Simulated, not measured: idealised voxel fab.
Module name: voxel wiring stack (process module)
Shown is cross-section cut, with a width of 250 nm and square cells of size 5 nm.
Cross-section format: a grid of square cells, given as bands from top to bottom; each band is one or more rows of cells. It is stipulated that each band's entry specify, in nanometres, the height of the top of the band and then that of its bottom, followed by the materials of the band in left-to-right sequence, each together with its width in nanometres. A single material marked by the word "throughout" is understood to fill the band from edge to edge; the word "empty" is understood to denote empty space. Beneath 0, the wafer as received is one material, and that level is where height counting begins. The lowest band goes on downward without a bottom; it is written like "z 0 and below". A two-number width, for instance "30 to 40", indicates that the width is equal to the first number in the top row of the band and to the second number in the bottom row, and that it changes by a constant amount per row of cells. Where a step carries "no modifications", the cross-section came out of it unchanged, cell for cell. Reported under the label "Closed void entries" are the empty spaces having no open way to the top and comprising 8 cells or more; the notation for each is width x height at distance, in which the distance is measured from the left edge and all three values are in nm. On a step's line, text after the settings is the simulator commenting on that step. "overlay nm" on a masked step: distance the mask lay right of its planned place, negative for left.

Intended process steps:
| 1 | RECEIVE (material Si) |
| 2 | CONFORMAL_DEP (material SiO2; thk nm 10) |
| 3 | DIRECTIONAL_DEP (material TiN; thk nm 5) |
| 4 | DIRECTIONAL_DEP (material W; thk nm 15) |
| 5 | DIRECTIONAL_DEP (material aC; thk nm 10) |
| 6 | PATTERN (tone cover; mask id METAL_1; material resist; width nm 30; pitch nm 50; thk nm 25; overlay nm 0) |
| 7 | DIRECTIONAL_ETCH (etch materials aC; depth nm 10) |
| 8 | STRIP (etch materials resist) |
| 9 | DIRECTIONAL_ETCH (etch materials W; depth nm 15) |
| 10 | DIRECTIONAL_ETCH (etch materials TiN; depth nm 5) |
| 11 | STRIP (etch materials aC) |
| 12 | FILL_DEP (material lowk; thk nm 5) |
| 13 | CMP (height nm 30) |
| 14 | CONFORMAL_DEP (material SiCN; thk nm 5) |
| 15 | DIRECTIONAL_DEP (material lowk; thk nm 25) |
| 16 | DIRECTIONAL_DEP (material aC; thk nm 10) |
| 17 | PATTERN (tone open; mask id METAL_2; material resist; width nm 30; pitch nm 50; thk nm 25; overlay nm 0) |
| 18 | DIRECTIONAL_ETCH (etch materials aC; depth nm 10) |
| 19 | STRIP (etch materials resist) |
| 20 | DIRECTIONAL_ETCH (etch materials lowk; depth nm 15) |
| 21 | STRIP (etch materials aC) |
| 22 | MASKED_ETCH (tone open; mask id METAL_2_HOLES; width nm 15; pitch nm 50; etch materials lowk; depth nm 10; overlay nm 0) |
| 23 | MASKED_ETCH (tone open; mask id METAL_2_HOLES; width nm 15; pitch nm 50; etch materials SiCN; depth nm 5; overlay nm 0) |
| 24 | CONFORMAL_DEP (material TiN; thk nm 5) |
| 25 | FILL_DEP (material Cu; thk nm 10) |
| 26 | CMP (height nm 60) |
| 27 | CONFORMAL_DEP (material SiCN; thk nm 5) |
| 28 | DIRECTIONAL_DEP (material SiO2; thk nm 15) |
| 29 | PATTERN (tone open; mask id PLUG_2; material resist; width nm 15; pitch nm 50; thk nm 15; overlay nm 0) |
| 30 | DIRECTIONAL_ETCH (etch materials SiO2; depth nm 15) |
| 31 | DIRECTIONAL_ETCH (etch materials SiCN; depth nm 5) |
| 32 | STRIP (etch materials resist) |
| 33 | EPI (material Ru; thk nm 10) |
| 34 | EPI (material Ru; thk nm 10) |
| 35 | DIRECTIONAL_DEP (material TiN; thk nm 5) |
| 36 | DIRECTIONAL_DEP (material Ru; thk nm 25) |
| 37 | MASKED_ETCH (tone cover; mask id METAL_3; width nm 30; pitch nm 50; etch materials Ru; depth nm 25; overlay nm 0) |
| 38 | MASKED_ETCH (tone cover; mask id METAL_3; width nm 30; pitch nm 50; etch materials TiN; depth nm 5; overlay nm 0) |
| 39 | CONFORMAL_DEP (material SiCN; thk nm 5) |
| 40 | FILL_DEP (material lowk; thk nm 5) |
| 41 | CMP (height nm 110) |
| 42 | CONFORMAL_DEP (material SiCN; thk nm 5) |

Account of the first of two wafers, which was processed as intended:

Cross-section, incoming material, after step 1:
    z 0 and below  Si throughout
    Closed void entries: none

The following cross-section depicts the wafer upon completion of step 2:
    z 10 to 0  SiO2 throughout
    Beneath the level 0, the cross-section is identical to its previous state.

The following cross-section depicts the wafer upon completion of step 3:
    z 15 to 10  TiN throughout
    Beneath the level 10, the cross-section is identical to its previous state.

The following cross-section depicts the wafer upon completion of step 4:
    z 30 to 15  W throughout
    Beneath the level 15, the cross-section is identical to its previous state.

The following cross-section depicts the wafer upon completion of step 5:
    z 40 to 30  aC throughout
    Beneath the level 30, the cross-section is identical to its previous state.

The following cross-section depicts the wafer upon completion of step 6:
    z 65 to 40  60 of empty | 30 of resist | 20 of empty | 30 of resist | 20 of empty | 30 of resist | 60 of empty
    Beneath the level 40, the cross-section is identical to its previous state.

The following cross-section depicts the wafer upon completion of step 7:
    z 55 to 40  60 of empty | 30 of resist | 20 of empty | 30 of resist | 20 of empty | 30 of resist | 60 of empty
    z 40 to 30  60 of empty | 30 of aC | 20 of empty | 30 of aC | 20 of empty | 30 of aC | 60 of empty
    Beneath the level 30, the cross-section is identical to its previous state.

The following cross-section depicts the wafer upon completion of step 8:
    z 40 to 30  60 of empty | 30 of aC | 20 of empty | 30 of aC | 20 of empty | 30 of aC | 60 of empty
    Beneath the level 30, the cross-section is identical to its previous state.

The following cross-section depicts the wafer upon completion of step 9:
    z 40 to 30  60 of empty | 30 of aC | 20 of empty | 30 of aC | 20 of empty | 30 of aC | 60 of empty
    z 30 to 15  60 of empty | 30 of W | 20 of empty | 30 of W | 20 of empty | 30 of W | 60 of empty
    Beneath the level 15, the cross-section is identical to its previous state.

The following cross-section depicts the wafer upon completion of step 10:
    z 40 to 30  60 of empty | 30 of aC | 20 of empty | 30 of aC | 20 of empty | 30 of aC | 60 of empty
    z 30 to 15  60 of empty | 30 of W | 20 of empty | 30 of W | 20 of empty | 30 of W | 60 of empty
    z 15 to 10  60 of empty | 30 of TiN | 20 of empty | 30 of TiN | 20 of empty | 30 of TiN | 60 of empty
    Beneath the level 10, the cross-section is identical to its previous state.

The following cross-section depicts the wafer upon completion of step 11:
    z 30 to 15  60 of empty | 30 of W | 20 of empty | 30 of W | 20 of empty | 30 of W | 60 of empty
    Beneath the level 15, the cross-section is identical to its previous state.

The following cross-section depicts the wafer upon completion of step 12:
    z 35 to 30  lowk throughout
    z 30 to 15  60 of lowk | 30 of W | 20 of lowk | 30 of W | 20 of lowk | 30 of W | 60 of lowk
    z 15 to 10  60 of lowk | 30 of TiN | 20 of lowk | 30 of TiN | 20 of lowk | 30 of TiN | 60 of lowk
    Beneath the level 10, the cross-section is identical to its previous state.

The following cross-section depicts the wafer upon completion of step 13:
    z 30 to 15  60 of lowk | 30 of W | 20 of lowk | 30 of W | 20 of lowk | 30 of W | 60 of lowk
    Beneath the level 15, the cross-section is identical to its previous state.

The following cross-section depicts the wafer upon completion of step 14:
    z 35 to 30  SiCN throughout
    Beneath the level 30, the cross-section is identical to its previous state.

The following cross-section depicts the wafer upon completion of step 15:
    z 60 to 35  lowk throughout
    Beneath the level 35, the cross-section is identical to its previous state.

The following cross-section depicts the wafer upon completion of step 16:
    z 70 to 60  aC throughout
    Beneath the level 60, the cross-section is identical to its previous state.

The following cross-section depicts the wafer upon completion of step 17:
    z 95 to 70  60 of resist | 30 of empty | 20 of resist | 30 of empty | 20 of resist | 30 of empty | 60 of resist
    Beneath the level 70, the cross-section is identical to its previous state.

The following cross-section depicts the wafer upon completion of step 18:
    z 85 to 70  60 of resist | 30 of empty | 20 of resist | 30 of empty | 20 of resist | 30 of empty | 60 of resist
    z 70 to 60  60 of aC | 30 of empty | 20 of aC | 30 of empty | 20 of aC | 30 of empty | 60 of aC
    Beneath the level 60, the cross-section is identical to its previous state.

The following cross-section depicts the wafer upon completion of step 19:
    z 70 to 60  60 of aC | 30 of empty | 20 of aC | 30 of empty | 20 of aC | 30 of empty | 60 of aC
    Beneath the level 60, the cross-section is identical to its previous state.

The following cross-section depicts the wafer upon completion of step 20:
    z 70 to 60  60 of aC | 30 of empty | 20 of aC | 30 of empty | 20 of aC | 30 of empty | 60 of aC
    z 60 to 45  60 of lowk | 30 of empty | 20 of lowk | 30 of empty | 20 of lowk | 30 of empty | 60 of lowk
    Beneath the level 45, the cross-section is identical to its previous state.

The following cross-section depicts the wafer upon completion of step 21:
    z 60 to 45  60 of lowk | 30 of empty | 20 of lowk | 30 of empty | 20 of lowk | 30 of empty | 60 of lowk
    Beneath the level 45, the cross-section is identical to its previous state.

The following cross-section depicts the wafer upon completion of step 22:
    z 60 to 45  60 of lowk | 30 of empty | 20 of lowk | 30 of empty | 20 of lowk | 30 of empty | 60 of lowk
    z 45 to 35  60 of lowk | 15 of empty | 35 of lowk | 15 of empty | 35 of lowk | 15 of empty | 75 of lowk
    Beneath the level 35, the cross-section is identical to its previous state.

The following cross-section depicts the wafer upon completion of step 23:
    z 60 to 45  60 of lowk | 30 of empty | 20 of lowk | 30 of empty | 20 of lowk | 30 of empty | 60 of lowk
    z 45 to 35  60 of lowk | 15 of empty | 35 of lowk | 15 of empty | 35 of lowk | 15 of empty | 75 of lowk
    z 35 to 30  60 of SiCN | 15 of empty | 35 of SiCN | 15 of empty | 35 of SiCN | 15 of empty | 75 of SiCN
    Beneath the level 30, the cross-section is identical to its previous state.

The following cross-section depicts the wafer upon completion of step 24:
    z 65 to 60  65 of TiN | 20 of empty | 30 of TiN | 20 of empty | 30 of TiN | 20 of empty | 65 of TiN
    z 60 to 50  60 of lowk | 5 of TiN | 20 of empty | 5 of TiN | 20 of lowk | 5 of TiN | 20 of empty | 5 of TiN | 20 of lowk | 5 of TiN | 20 of empty | 5 of TiN | 60 of lowk
    z 50 to 45  60 of lowk | 5 of TiN | 5 of empty | 20 of TiN | 20 of lowk | 5 of TiN | 5 of empty | 20 of TiN | 20 of lowk | 5 of TiN | 5 of empty | 20 of TiN | 60 of lowk
    z 45 to 35  60 of lowk | 5 of TiN | 5 of empty | 5 of TiN | 35 of lowk | 5 of TiN | 5 of empty | 5 of TiN | 35 of lowk | 5 of TiN | 5 of empty | 5 of TiN | 75 of lowk
    z 35 to 30  60 of SiCN | 15 of TiN | 35 of SiCN | 15 of TiN | 35 of SiCN | 15 of TiN | 75 of SiCN
    Beneath the level 30, the cross-section is identical to its previous state.

The following cross-section depicts the wafer upon completion of step 25:
    z 75 to 65  Cu throughout
    z 65 to 60  65 of TiN | 20 of Cu | 30 of TiN | 20 of Cu | 30 of TiN | 20 of Cu | 65 of TiN
    z 60 to 50  60 of lowk | 5 of TiN | 20 of Cu | 5 of TiN | 20 of lowk | 5 of TiN | 20 of Cu | 5 of TiN | 20 of lowk | 5 of TiN | 20 of Cu | 5 of TiN | 60 of lowk
    z 50 to 45  60 of lowk | 5 of TiN | 5 of Cu | 20 of TiN | 20 of lowk | 5 of TiN | 5 of Cu | 20 of TiN | 20 of lowk | 5 of TiN | 5 of Cu | 20 of TiN | 60 of lowk
    z 45 to 35  60 of lowk | 5 of TiN | 5 of Cu | 5 of TiN | 35 of lowk | 5 of TiN | 5 of Cu | 5 of TiN | 35 of lowk | 5 of TiN | 5 of Cu | 5 of TiN | 75 of lowk
    Beneath the level 35, the cross-section is identical to its previous state.

The following cross-section depicts the wafer upon completion of step 26:
    z 60 to 50  60 of lowk | 5 of TiN | 20 of Cu | 5 of TiN | 20 of lowk | 5 of TiN | 20 of Cu | 5 of TiN | 20 of lowk | 5 of TiN | 20 of Cu | 5 of TiN | 60 of lowk
    Beneath the level 50, the cross-section is identical to its previous state.

The following cross-section depicts the wafer upon completion of step 27:
    z 65 to 60  SiCN throughout
    Beneath the level 60, the cross-section is identical to its previous state.

The following cross-section depicts the wafer upon completion of step 28:
    z 80 to 65  SiO2 throughout
    Beneath the level 65, the cross-section is identical to its previous state.

The following cross-section depicts the wafer upon completion of step 29:
    z 95 to 80  60 of resist | 15 of empty | 35 of resist | 15 of empty | 35 of resist | 15 of empty | 75 of resist
    Beneath the level 80, the cross-section is identical to its previous state.

The following cross-section depicts the wafer upon completion of step 30:
    z 95 to 80  60 of resist | 15 of empty | 35 of resist | 15 of empty | 35 of resist | 15 of empty | 75 of resist
    z 80 to 65  60 of SiO2 | 15 of empty | 35 of SiO2 | 15 of empty | 35 of SiO2 | 15 of empty | 75 of SiO2
    Beneath the level 65, the cross-section is identical to its previous state.

The following cross-section depicts the wafer upon completion of step 31:
    z 95 to 80  60 of resist | 15 of empty | 35 of resist | 15 of empty | 35 of resist | 15 of empty | 75 of resist
    z 80 to 65  60 of SiO2 | 15 of empty | 35 of SiO2 | 15 of empty | 35 of SiO2 | 15 of empty | 75 of SiO2
    z 65 to 60  60 of SiCN | 15 of empty | 35 of SiCN | 15 of empty | 35 of SiCN | 15 of empty | 75 of SiCN
    Beneath the level 60, the cross-section is identical to its previous state.

The following cross-section depicts the wafer upon completion of step 32:
    z 80 to 65  60 of SiO2 | 15 of empty | 35 of SiO2 | 15 of empty | 35 of SiO2 | 15 of empty | 75 of SiO2
    Beneath the level 65, the cross-section is identical to its previous state.

The following cross-section depicts the wafer upon completion of step 33:
    z 80 to 70  60 of SiO2 | 15 of empty | 35 of SiO2 | 15 of empty | 35 of SiO2 | 15 of empty | 75 of SiO2
    z 70 to 65  60 of SiO2 | 15 of Ru | 35 of SiO2 | 15 of Ru | 35 of SiO2 | 15 of Ru | 75 of SiO2
    z 65 to 60  60 of SiCN | 15 of Ru | 35 of SiCN | 15 of Ru | 35 of SiCN | 15 of Ru | 75 of SiCN
    Beneath the level 60, the cross-section is identical to its previous state.

The following cross-section depicts the wafer upon completion of step 34:
    z 80 to 65  60 of SiO2 | 15 of Ru | 35 of SiO2 | 15 of Ru | 35 of SiO2 | 15 of Ru | 75 of SiO2
    Beneath the level 65, the cross-section is identical to its previous state.

The following cross-section depicts the wafer upon completion of step 35:
    z 85 to 80  TiN throughout
    Beneath the level 80, the cross-section is identical to its previous state.

The following cross-section depicts the wafer upon completion of step 36:
    z 110 to 85  Ru throughout
    Beneath the level 85, the cross-section is identical to its previous state.

The following cross-section depicts the wafer upon completion of step 37:
    z 110 to 85  60 of empty | 30 of Ru | 20 of empty | 30 of Ru | 20 of empty | 30 of Ru | 60 of empty
    Beneath the level 85, the cross-section is identical to its previous state.

The following cross-section depicts the wafer upon completion of step 38:
    z 110 to 85  60 of empty | 30 of Ru | 20 of empty | 30 of Ru | 20 of empty | 30 of Ru | 60 of empty
    z 85 to 80  60 of empty | 30 of TiN | 20 of empty | 30 of TiN | 20 of empty | 30 of TiN | 60 of empty
    Beneath the level 80, the cross-section is identical to its previous state.

The following cross-section depicts the wafer upon completion of step 39:
    z 115 to 110  55 of empty | 40 of SiCN | 10 of empty | 40 of SiCN | 10 of empty | 40 of SiCN | 55 of empty
    z 110 to 85  55 of empty | 5 of SiCN | 30 of Ru | 5 of SiCN | 10 of empty | 5 of SiCN | 30 of Ru | 5 of SiCN | 10 of empty | 5 of SiCN | 30 of Ru | 5 of SiCN | 55 of empty
    z 85 to 80  60 of SiCN | 30 of TiN | 20 of SiCN | 30 of TiN | 20 of SiCN | 30 of TiN | 60 of SiCN
    Beneath the level 80, the cross-section is identical to its previous state.

The following cross-section depicts the wafer upon completion of step 40:
    z 120 to 115  lowk throughout
    z 115 to 110  55 of lowk | 40 of SiCN | 10 of lowk | 40 of SiCN | 10 of lowk | 40 of SiCN | 55 of lowk
    z 110 to 85  55 of lowk | 5 of SiCN | 30 of Ru | 5 of SiCN | 10 of lowk | 5 of SiCN | 30 of Ru | 5 of SiCN | 10 of lowk | 5 of SiCN | 30 of Ru | 5 of SiCN | 55 of lowk
    Beneath the level 85, the cross-section is identical to its previous state.

The following cross-section depicts the wafer upon completion of step 41:
    z 110 to 85  55 of lowk | 5 of SiCN | 30 of Ru | 5 of SiCN | 10 of lowk | 5 of SiCN | 30 of Ru | 5 of SiCN | 10 of lowk | 5 of SiCN | 30 of Ru | 5 of SiCN | 55 of lowk
    Beneath the level 85, the cross-section is identical to its previous state.

The following cross-section depicts the wafer upon completion of step 42:
    z 115 to 110  SiCN throughout
    Beneath the level 110, the cross-section is identical to its previous state.

The Second Wafer: Common Origin and Plan, One Mistake in Execution, Identical to the First Through Step 28:

Cross-section of the second wafer at the time by which step 29 should have been completed according to the plan:
    z 95 to 80  60 of empty | 15 of resist | 35 of empty | 15 of resist | 35 of empty | 15 of resist | 75 of empty
    Beneath the level 80, the cross-section is identical to its previous state.

Cross-section of the second wafer at the time by which step 30 should have been completed according to the plan:
    z 95 to 80  60 of empty | 15 of resist | 35 of empty | 15 of resist | 35 of empty | 15 of resist | 75 of empty
    z 80 to 65  60 of empty | 15 of SiO2 | 35 of empty | 15 of SiO2 | 35 of empty | 15 of SiO2 | 75 of empty
    Beneath the level 65, the cross-section is identical to its previous state.

Cross-section of the second wafer at the time by which step 31 should have been completed according to the plan:
    z 95 to 80  60 of empty | 15 of resist | 35 of empty | 15 of resist | 35 of empty | 15 of resist | 75 of empty
    z 80 to 65  60 of empty | 15 of SiO2 | 35 of empty | 15 of SiO2 | 35 of empty | 15 of SiO2 | 75 of empty
    z 65 to 60  60 of empty | 15 of SiCN | 35 of empty | 15 of SiCN | 35 of empty | 15 of SiCN | 75 of empty
    Beneath the level 60, the cross-section is identical to its previous state.

Cross-section of the second wafer at the time by which step 32 should have been completed according to the plan:
    z 80 to 65  60 of empty | 15 of SiO2 | 35 of empty | 15 of SiO2 | 35 of empty | 15 of SiO2 | 75 of empty
    Beneath the level 65, the cross-section is identical to its previous state.

Cross-section of the second wafer at the time by which step 33 should have been completed according to the plan:
    z 80 to 70  60 of empty | 15 of SiO2 | 35 of empty | 15 of SiO2 | 35 of empty | 15 of SiO2 | 75 of empty
    z 70 to 65  60 of empty | 15 of SiO2 | 25 of Ru | 10 of empty | 15 of SiO2 | 25 of Ru | 10 of empty | 15 of SiO2 | 25 of Ru | 50 of empty
    z 65 to 60  60 of empty | 15 of SiCN | 25 of Ru | 10 of empty | 15 of SiCN | 25 of Ru | 10 of empty | 15 of SiCN | 25 of Ru | 50 of empty
    Beneath the level 60, the cross-section is identical to its previous state.

Cross-section of the second wafer at the time by which step 34 should have been completed according to the plan:
    z 80 to 65  60 of empty | 15 of SiO2 | 35 of Ru | 15 of SiO2 | 35 of Ru | 15 of SiO2 | 35 of Ru | 40 of empty
    z 65 to 60  60 of empty | 15 of SiCN | 35 of Ru | 15 of SiCN | 35 of Ru | 15 of SiCN | 35 of Ru | 40 of empty
    Beneath the level 60, the cross-section is identical to its previous state.

Cross-section of the second wafer at the time by which step 35 should have been completed according to the plan:
    z 85 to 80  60 of empty | 150 of TiN | 40 of empty
    z 80 to 65  60 of empty | 15 of SiO2 | 35 of Ru | 15 of SiO2 | 35 of Ru | 15 of SiO2 | 35 of Ru | 40 of empty
    z 65 to 60  60 of TiN | 15 of SiCN | 35 of Ru | 15 of SiCN | 35 of Ru | 15 of SiCN | 35 of Ru | 40 of TiN
    Beneath the level 60, the cross-section is identical to its previous state.

Cross-section of the second wafer at the time by which step 36 should have been completed according to the plan:
    z 110 to 90  60 of empty | 150 of Ru | 40 of empty
    z 90 to 85  Ru throughout
    z 85 to 80  60 of Ru | 150 of TiN | 40 of Ru
    z 80 to 65  60 of Ru | 15 of SiO2 | 35 of Ru | 15 of SiO2 | 35 of Ru | 15 of SiO2 | 75 of Ru
    Beneath the level 65, the cross-section is identical to its previous state.

Cross-section of the second wafer at the time by which step 37 should have been completed according to the plan:
    z 110 to 85  60 of empty | 30 of Ru | 20 of empty | 30 of Ru | 20 of empty | 30 of Ru | 60 of empty
    z 85 to 80  60 of empty | 150 of TiN | 40 of empty
    z 80 to 65  60 of empty | 15 of SiO2 | 35 of Ru | 15 of SiO2 | 35 of Ru | 15 of SiO2 | 35 of Ru | 40 of empty
    Beneath the level 65, the cross-section is identical to its previous state.

Cross-section of the second wafer at the time by which step 38 should have been completed according to the plan:
    z 110 to 85  60 of empty | 30 of Ru | 20 of empty | 30 of Ru | 20 of empty | 30 of Ru | 60 of empty
    z 85 to 80  60 of empty | 30 of TiN | 20 of empty | 30 of TiN | 20 of empty | 30 of TiN | 60 of empty
    z 80 to 65  60 of empty | 15 of SiO2 | 35 of Ru | 15 of SiO2 | 35 of Ru | 15 of SiO2 | 35 of Ru | 40 of empty
    z 65 to 60  60 of empty | 15 of SiCN | 35 of Ru | 15 of SiCN | 35 of Ru | 15 of SiCN | 35 of Ru | 40 of empty
    Beneath the level 60, the cross-section is identical to its previous state.

Cross-section of the second wafer at the time by which step 39 should have been completed according to the plan:
    z 115 to 110  55 of empty | 40 of SiCN | 10 of empty | 40 of SiCN | 10 of empty | 40 of SiCN | 55 of empty
    z 110 to 85  55 of empty | 5 of SiCN | 30 of Ru | 5 of SiCN | 10 of empty | 5 of SiCN | 30 of Ru | 5 of SiCN | 10 of empty | 5 of SiCN | 30 of Ru | 5 of SiCN | 55 of empty
    z 85 to 80  55 of empty | 5 of SiCN | 30 of TiN | 20 of SiCN | 30 of TiN | 20 of SiCN | 30 of TiN | 25 of SiCN | 35 of empty
    z 80 to 65  55 of empty | 5 of SiCN | 15 of SiO2 | 35 of Ru | 15 of SiO2 | 35 of Ru | 15 of SiO2 | 35 of Ru | 5 of SiCN | 35 of empty
    z 65 to 60  75 of SiCN | 35 of Ru | 15 of SiCN | 35 of Ru | 15 of SiCN | 35 of Ru | 40 of SiCN
    Beneath the level 60, the cross-section is identical to its previous state.

Cross-section of the second wafer at the time by which step 40 should have been completed according to the plan:
    z 120 to 115  lowk throughout
    z 115 to 110  55 of lowk | 40 of SiCN | 10 of lowk | 40 of SiCN | 10 of lowk | 40 of SiCN | 55 of lowk
    z 110 to 85  55 of lowk | 5 of SiCN | 30 of Ru | 5 of SiCN | 10 of lowk | 5 of SiCN | 30 of Ru | 5 of SiCN | 10 of lowk | 5 of SiCN | 30 of Ru | 5 of SiCN | 55 of lowk
    z 85 to 80  55 of lowk | 5 of SiCN | 30 of TiN | 20 of SiCN | 30 of TiN | 20 of SiCN | 30 of TiN | 25 of SiCN | 35 of lowk
    z 80 to 65  55 of lowk | 5 of SiCN | 15 of SiO2 | 35 of Ru | 15 of SiO2 | 35 of Ru | 15 of SiO2 | 35 of Ru | 5 of SiCN | 35 of lowk
    Beneath the level 65, the cross-section is identical to its previous state.

Cross-section of the second wafer at the time by which step 41 should have been completed according to the plan:
    z 110 to 85  55 of lowk | 5 of SiCN | 30 of Ru | 5 of SiCN | 10 of lowk | 5 of SiCN | 30 of Ru | 5 of SiCN | 10 of lowk | 5 of SiCN | 30 of Ru | 5 of SiCN | 55 of lowk
    Beneath the level 85, the cross-section is identical to its previous state.

Cross-section of the second wafer at the time by which step 42 should have been completed according to the plan:
    z 115 to 110  SiCN throughout
    Beneath the level 110, the cross-section is identical to its previous state.
Diagnosis: step 29 off recipe, ran as PATTERN (tone cover; mask id PLUG_2; material resist; width nm 15; pitch nm 50; thk nm 15; overlay nm 0)
Per the end-of-run cell counts, the second wafer holds more or fewer of some materials than the first: Ru: 48 more | SiCN: 24 fewer | SiO2: 96 fewer | lowk: 72 more
